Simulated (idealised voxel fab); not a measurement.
process module | voxel trench capacitor
We display cut, a cross-section 250 nm in width whose square cells are each 5 nm.
If you're reading a cross-section in this doc, picture square cells in a grid; it comes to you as bands, top ones listed first down to the bottom, and a band can be one or more rows of cells. In this notation a band is specified by the heights of its top and bottom, in that order and in nm, after which its materials appear from left to right, each paired with its width in nm. The word "all across" attached to a single material means that material fills the band from edge to edge; the word "blank" stands for empty space. Beneath 0, the wafer as received is one material, and that level is where height counting begins. The lowest band goes on downward without a bottom; it is written like "0 and below". A two-number width, for instance "30..40", indicates that the width is equal to the first number in the top row of the band and to the second number in the bottom row, and that it changes by a constant amount per row of cells. Given "no change occurred" for a step, no cell of the cross-section differs between before and after that step. Empty spaces counting at least 8 cells and having no open way to the top are listed in "Closed empty spaces". The notation width x height at distance is used for each, the distance being from the left edge and all three values in nm. Anything after a step's settings on that line? It's the simulator's own note about the step. A step's line can hold "overlay nm"; with a mask on that step, the setting says how far right of the planned place the mask lay, while a negative setting says it lay to the left.

Process steps - plan:
1) RECEIVE | material Si
2) CONFORMAL_DEP | material SiN | thk nm 10
3) DIRECTIONAL_DEP | material aC | thk nm 15
4) PATTERN | tone open | mask id TRENCH | material resist | width nm 25 | pitch nm 50 | thk nm 35 | overlay nm 0
5) DIRECTIONAL_ETCH | etch materials aC | depth nm 15
6) STRIP | etch materials resist
7) DIRECTIONAL_ETCH | etch materials SiN | depth nm 10
8) DIRECTIONAL_ETCH | etch materials Si | depth nm 25
9) STRIP | etch materials aC
10) CONFORMAL_DEP | material SiO2 | thk nm 5
11) FILL_DEP | material polySi | thk nm 5
12) CMP | height nm 10

Step 1 complete: cross-section of the wafer as received:
0 and below | Si all across
Closed empty spaces: none

What the wafer looks like in cross-section after this module, when it starts as shown above and follows the plan above but one mistake is made in running it:
10 down to 0 | SiN 85 | SiO2 5 | polySi 15 | SiO2 5 | SiN 25 | SiO2 5 | polySi 15 | SiO2 5 | SiN 90
0 down to -45 | Si 85 | SiO2 5 | polySi 15 | SiO2 5 | Si 25 | SiO2 5 | polySi 15 | SiO2 5 | Si 90
-45 down to -50 | Si 85 | SiO2 25 | Si 25 | SiO2 25 | Si 90
-50 and below | Si all across
Closed empty spaces: none
Error vs. plan: step 8, plan: ran twice
